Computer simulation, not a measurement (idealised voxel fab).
process module | voxel capacitor over wiring
cross-section cut | 290 nm wide | cells 5 nm
A cross-section is a grid of square cells, given in bands from the top down. A band is one or more rows of cells.
Each band's line starts with the height of the band's top and of its bottom, in nm. Then come its materials from left to right, each with its width in nm. One material with "throughout" fills the band from edge to edge. "air" is empty space.
Height 0 is the level under which the wafer as received is all one material. The lowest band goes on downwards, as in "0 down".
A width such as "30 to 40" changes by the same amount from each row of cells to the next, from the band's top row to its bottom row.
"no change" after a step means that no cell of the cross-section changed.
closed voids: empty space of 8 cells or more with no open way to the top, each as width x height at its distance from the left edge, in nm
after a step's settings: what the simulator itself notes on the step
overlay nm, on a step with a mask: how far to the right of its planned place the mask lay; to the left if negative
plan
1 op RECEIVE | material Si
2 op CONFORMAL_DEP | material SiO2 | thk nm 15
3 op DIRECTIONAL_DEP | material TiN | thk nm 5
4 op DIRECTIONAL_DEP | material W | thk nm 25
5 op DIRECTIONAL_DEP | material aC | thk nm 15
6 op PATTERN | tone cover | mask id METAL_1 | material resist | width nm 30 | pitch nm 90 | thk nm 30 | overlay nm 0
7 op DIRECTIONAL_ETCH | etch materials aC | depth nm 15
8 op STRIP | etch materials resist
9 op DIRECTIONAL_ETCH | etch materials W | depth nm 25
10 op DIRECTIONAL_ETCH | etch materials TiN | depth nm 5
11 op STRIP | etch materials aC
12 op FILL_DEP | material SiO2 | thk nm 5
13 op CMP | height nm 45
14 op CONFORMAL_DEP | material SiCN | thk nm 5
15 op DIRECTIONAL_DEP | material lowk | thk nm 20
16 op MASKED_ETCH | tone open | mask id PLUG_1 | width nm 15 | etch materials lowk | depth nm 20 | overlay nm 0
17 op MASKED_ETCH | tone open | mask id PLUG_1 | width nm 15 | etch materials SiCN | depth nm 5 | overlay nm 0
18 op CONFORMAL_DEP | material TiN | thk nm 5
19 op FILL_DEP | material W | thk nm 10
20 op CMP | height nm 70
21 op DIRECTIONAL_DEP | material TiN | thk nm 10
22 op DIRECTIONAL_DEP | material Al2O3 | thk nm 5
23 op DIRECTIONAL_DEP | material TiN | thk nm 10
24 op DIRECTIONAL_DEP | material aC | thk nm 15
25 op PATTERN | tone cover | mask id UPPER_PLATE | material resist | width nm 65 | thk nm 35 | overlay nm 0
26 op DIRECTIONAL_ETCH | etch materials aC | depth nm 15
27 op STRIP | etch materials resist
28 op DIRECTIONAL_ETCH | etch materials TiN | depth nm 10
29 op DIRECTIONAL_ETCH | etch materials Al2O3 | depth nm 5
30 op STRIP | etch materials aC
31 op PATTERN | tone cover | mask id LOWER_PLATE | material resist | width nm 75 | thk nm 15 | overlay nm 0
32 op DIRECTIONAL_ETCH | etch materials TiN | depth nm 10
33 op STRIP | etch materials resist
34 op FILL_DEP | material SiO2 | thk nm 15
35 op CMP | height nm 105
36 op MASKED_ETCH | tone open | mask id PLUG_2 | width nm 15 | etch materials SiO2 | depth nm 10 | overlay nm 0
37 op CONFORMAL_DEP | material TiN | thk nm 5
38 op FILL_DEP | material Cu | thk nm 5
39 op CMP | height nm 105
40 op CONFORMAL_DEP | material SiCN | thk nm 5
first wafer, as planned
as received, after step 1
  0 down: Si throughout
  closed voids: none
after step 2
  15 to 0: SiO2 throughout
  below 0: unchanged
after step 3
  20 to 15: TiN throughout
  below 15: unchanged
after step 4
  45 to 20: W throughout
  below 20: unchanged
after step 5
  60 to 45: aC throughout
  below 45: unchanged
after step 6
  90 to 60: air 85 | resist 30 | air 60 | resist 30 | air 85
  below 60: unchanged
after step 7
  75 to 60: air 85 | resist 30 | air 60 | resist 30 | air 85
  60 to 45: air 85 | aC 30 | air 60 | aC 30 | air 85
  below 45: unchanged
after step 8
  60 to 45: air 85 | aC 30 | air 60 | aC 30 | air 85
  below 45: unchanged
after step 9
  60 to 45: air 85 | aC 30 | air 60 | aC 30 | air 85
  45 to 20: air 85 | W 30 | air 60 | W 30 | air 85
  below 20: unchanged
after step 10
  60 to 45: air 85 | aC 30 | air 60 | aC 30 | air 85
  45 to 20: air 85 | W 30 | air 60 | W 30 | air 85
  20 to 15: air 85 | TiN 30 | air 60 | TiN 30 | air 85
  below 15: unchanged
after step 11
  45 to 20: air 85 | W 30 | air 60 | W 30 | air 85
  below 20: unchanged
after step 12
  50 to 45: SiO2 throughout
  45 to 20: SiO2 85 | W 30 | SiO2 60 | W 30 | SiO2 85
  20 to 15: SiO2 85 | TiN 30 | SiO2 60 | TiN 30 | SiO2 85
  below 15: unchanged
after step 13
  45 to 20: SiO2 85 | W 30 | SiO2 60 | W 30 | SiO2 85
  below 20: unchanged
after step 14
  50 to 45: SiCN throughout
  below 45: unchanged
after step 15
  70 to 50: lowk throughout
  below 50: unchanged
after step 16
  70 to 50: lowk 100 | air 15 | lowk 175
  below 50: unchanged
after step 17
  70 to 50: lowk 100 | air 15 | lowk 175
  50 to 45: SiCN 100 | air 15 | SiCN 175
  below 45: unchanged
after step 18
  75 to 70: TiN 105 | air 5 | TiN 180
  70 to 50: lowk 100 | TiN 5 | air 5 | TiN 5 | lowk 175
  50 to 45: SiCN 100 | TiN 15 | SiCN 175
  below 45: unchanged
after step 19
  85 to 75: W throughout
  75 to 70: TiN 105 | W 5 | TiN 180
  70 to 50: lowk 100 | TiN 5 | W 5 | TiN 5 | lowk 175
  below 50: unchanged
after step 20
  70 to 50: lowk 100 | TiN 5 | W 5 | TiN 5 | lowk 175
  below 50: unchanged
after step 21
  80 to 70: TiN throughout
  below 70: unchanged
after step 22
  85 to 80: Al2O3 throughout
  below 80: unchanged
after step 23
  95 to 85: TiN throughout
  below 85: unchanged
after step 24
  110 to 95: aC throughout
  below 95: unchanged
after step 25
  145 to 110: air 100 | resist 65 | air 125
  below 110: unchanged
after step 26
  130 to 110: air 100 | resist 65 | air 125
  110 to 95: air 100 | aC 65 | air 125
  below 95: unchanged
after step 27
  110 to 95: air 100 | aC 65 | air 125
  below 95: unchanged
after step 28
  110 to 95: air 100 | aC 65 | air 125
  95 to 85: air 100 | TiN 65 | air 125
  below 85: unchanged
after step 29
  110 to 95: air 100 | aC 65 | air 125
  95 to 85: air 100 | TiN 65 | air 125
  85 to 80: air 100 | Al2O3 65 | air 125
  below 80: unchanged
after step 30
  95 to 85: air 100 | TiN 65 | air 125
  below 85: unchanged
after step 31
  110 to 95: air 95 | resist 75 | air 120
  95 to 85: air 95 | resist 5 | TiN 65 | resist 5 | air 120
  85 to 80: air 95 | resist 5 | Al2O3 65 | resist 5 | air 120
  below 80: unchanged
after step 32
  110 to 95: air 95 | resist 75 | air 120
  95 to 85: air 95 | resist 5 | TiN 65 | resist 5 | air 120
  85 to 80: air 95 | resist 5 | Al2O3 65 | resist 5 | air 120
  80 to 70: air 95 | TiN 75 | air 120
  below 70: unchanged
after step 33
  95 to 85: air 100 | TiN 65 | air 125
  85 to 80: air 100 | Al2O3 65 | air 125
  below 80: unchanged
after step 34
  110 to 95: SiO2 throughout
  95 to 85: SiO2 100 | TiN 65 | SiO2 125
  85 to 80: SiO2 100 | Al2O3 65 | SiO2 125
  80 to 70: SiO2 95 | TiN 75 | SiO2 120
  below 70: unchanged
after step 35
  105 to 95: SiO2 throughout
  below 95: unchanged
after step 36
  105 to 95: SiO2 110 | air 15 | SiO2 165
  below 95: unchanged
after step 37
  110 to 105: TiN 115 | air 5 | TiN 170
  105 to 100: SiO2 110 | TiN 5 | air 5 | TiN 5 | SiO2 165
  100 to 95: SiO2 110 | TiN 15 | SiO2 165
  below 95: unchanged
after step 38
  115 to 110: Cu throughout
  110 to 105: TiN 115 | Cu 5 | TiN 170
  105 to 100: SiO2 110 | TiN 5 | Cu 5 | TiN 5 | SiO2 165
  below 100: unchanged
after step 39
  105 to 100: SiO2 110 | TiN 5 | Cu 5 | TiN 5 | SiO2 165
  below 100: unchanged
after step 40
  110 to 105: SiCN throughout
  below 105: unchanged
second wafer: like start, like plan, one mistake. Through step 1 it matches the first wafer
when step 2 should have ended
  30 to 0: SiO2 throughout
  below 0: unchanged
when step 3 should have ended
  35 to 30: TiN throughout
  below 30: unchanged
when step 4 should have ended
  60 to 35: W throughout
  below 35: unchanged
when step 5 should have ended
  75 to 60: aC throughout
  below 60: unchanged
when step 6 should have ended
  105 to 75: air 85 | resist 30 | air 60 | resist 30 | air 85
  below 75: unchanged
when step 7 should have ended
  90 to 75: air 85 | resist 30 | air 60 | resist 30 | air 85
  75 to 60: air 85 | aC 30 | air 60 | aC 30 | air 85
  below 60: unchanged
when step 8 should have ended
  75 to 60: air 85 | aC 30 | air 60 | aC 30 | air 85
  below 60: unchanged
when step 9 should have ended
  75 to 60: air 85 | aC 30 | air 60 | aC 30 | air 85
  60 to 35: air 85 | W 30 | air 60 | W 30 | air 85
  below 35: unchanged
when step 10 should have ended
  75 to 60: air 85 | aC 30 | air 60 | aC 30 | air 85
  60 to 35: air 85 | W 30 | air 60 | W 30 | air 85
  35 to 30: air 85 | TiN 30 | air 60 | TiN 30 | air 85
  below 30: unchanged
when step 11 should have ended
  60 to 35: air 85 | W 30 | air 60 | W 30 | air 85
  below 35: unchanged
when step 12 should have ended
  65 to 60: SiO2 throughout
  60 to 35: SiO2 85 | W 30 | SiO2 60 | W 30 | SiO2 85
  35 to 30: SiO2 85 | TiN 30 | SiO2 60 | TiN 30 | SiO2 85
  below 30: unchanged
when step 13 should have ended
  45 to 35: SiO2 85 | W 30 | SiO2 60 | W 30 | SiO2 85
  below 35: unchanged
when step 14 should have ended
  50 to 45: SiCN throughout
  below 45: unchanged
when step 15 should have ended
  70 to 50: lowk throughout
  below 50: unchanged
when step 16 should have ended
  70 to 50: lowk 100 | air 15 | lowk 175
  below 50: unchanged
when step 17 should have ended
  70 to 50: lowk 100 | air 15 | lowk 175
  50 to 45: SiCN 100 | air 15 | SiCN 175
  below 45: unchanged
when step 18 should have ended
  75 to 70: TiN 105 | air 5 | TiN 180
  70 to 50: lowk 100 | TiN 5 | air 5 | TiN 5 | lowk 175
  50 to 45: SiCN 100 | TiN 15 | SiCN 175
  below 45: unchanged
when step 19 should have ended
  85 to 75: W throughout
  75 to 70: TiN 105 | W 5 | TiN 180
  70 to 50: lowk 100 | TiN 5 | W 5 | TiN 5 | lowk 175
  below 50: unchanged
when step 20 should have ended
  70 to 50: lowk 100 | TiN 5 | W 5 | TiN 5 | lowk 175
  below 50: unchanged
when step 21 should have ended
  80 to 70: TiN throughout
  below 70: unchanged
when step 22 should have ended
  85 to 80: Al2O3 throughout
  below 80: unchanged
when step 23 should have ended
  95 to 85: TiN throughout
  below 85: unchanged
when step 24 should have ended
  110 to 95: aC throughout
  below 95: unchanged
when step 25 should have ended
  145 to 110: air 100 | resist 65 | air 125
  below 110: unchanged
when step 26 should have ended
  130 to 110: air 100 | resist 65 | air 125
  110 to 95: air 100 | aC 65 | air 125
  below 95: unchanged
when step 27 should have ended
  110 to 95: air 100 | aC 65 | air 125
  below 95: unchanged
when step 28 should have ended
  110 to 95: air 100 | aC 65 | air 125
  95 to 85: air 100 | TiN 65 | air 125
  below 85: unchanged
when step 29 should have ended
  110 to 95: air 100 | aC 65 | air 125
  95 to 85: air 100 | TiN 65 | air 125
  85 to 80: air 100 | Al2O3 65 | air 125
  below 80: unchanged
when step 30 should have ended
  95 to 85: air 100 | TiN 65 | air 125
  below 85: unchanged
when step 31 should have ended
  110 to 95: air 95 | resist 75 | air 120
  95 to 85: air 95 | resist 5 | TiN 65 | resist 5 | air 120
  85 to 80: air 95 | resist 5 | Al2O3 65 | resist 5 | air 120
  below 80: unchanged
when step 32 should have ended
  110 to 95: air 95 | resist 75 | air 120
  95 to 85: air 95 | resist 5 | TiN 65 | resist 5 | air 120
  85 to 80: air 95 | resist 5 | Al2O3 65 | resist 5 | air 120
  80 to 70: air 95 | TiN 75 | air 120
  below 70: unchanged
when step 33 should have ended
  95 to 85: air 100 | TiN 65 | air 125
  85 to 80: air 100 | Al2O3 65 | air 125
  below 80: unchanged
when step 34 should have ended
  110 to 95: SiO2 throughout
  95 to 85: SiO2 100 | TiN 65 | SiO2 125
  85 to 80: SiO2 100 | Al2O3 65 | SiO2 125
  80 to 70: SiO2 95 | TiN 75 | SiO2 120
  below 70: unchanged
when step 35 should have ended
  105 to 95: SiO2 throughout
  below 95: unchanged
when step 36 should have ended
  105 to 95: SiO2 110 | air 15 | SiO2 165
  below 95: unchanged
when step 37 should have ended
  110 to 105: TiN 115 | air 5 | TiN 170
  105 to 100: SiO2 110 | TiN 5 | air 5 | TiN 5 | SiO2 165
  100 to 95: SiO2 110 | TiN 15 | SiO2 165
  below 95: unchanged
when step 38 should have ended
  115 to 110: Cu throughout
  110 to 105: TiN 115 | Cu 5 | TiN 170
  105 to 100: SiO2 110 | TiN 5 | Cu 5 | TiN 5 | SiO2 165
  below 100: unchanged
when step 39 should have ended
  105 to 100: SiO2 110 | TiN 5 | Cu 5 | TiN 5 | SiO2 165
  below 100: unchanged
when step 40 should have ended
  110 to 105: SiCN throughout
  below 105: unchanged
what went wrong: step 2 was run twice
at the end the second wafer has, in cells: 36 more of SiO2 | 36 fewer of W
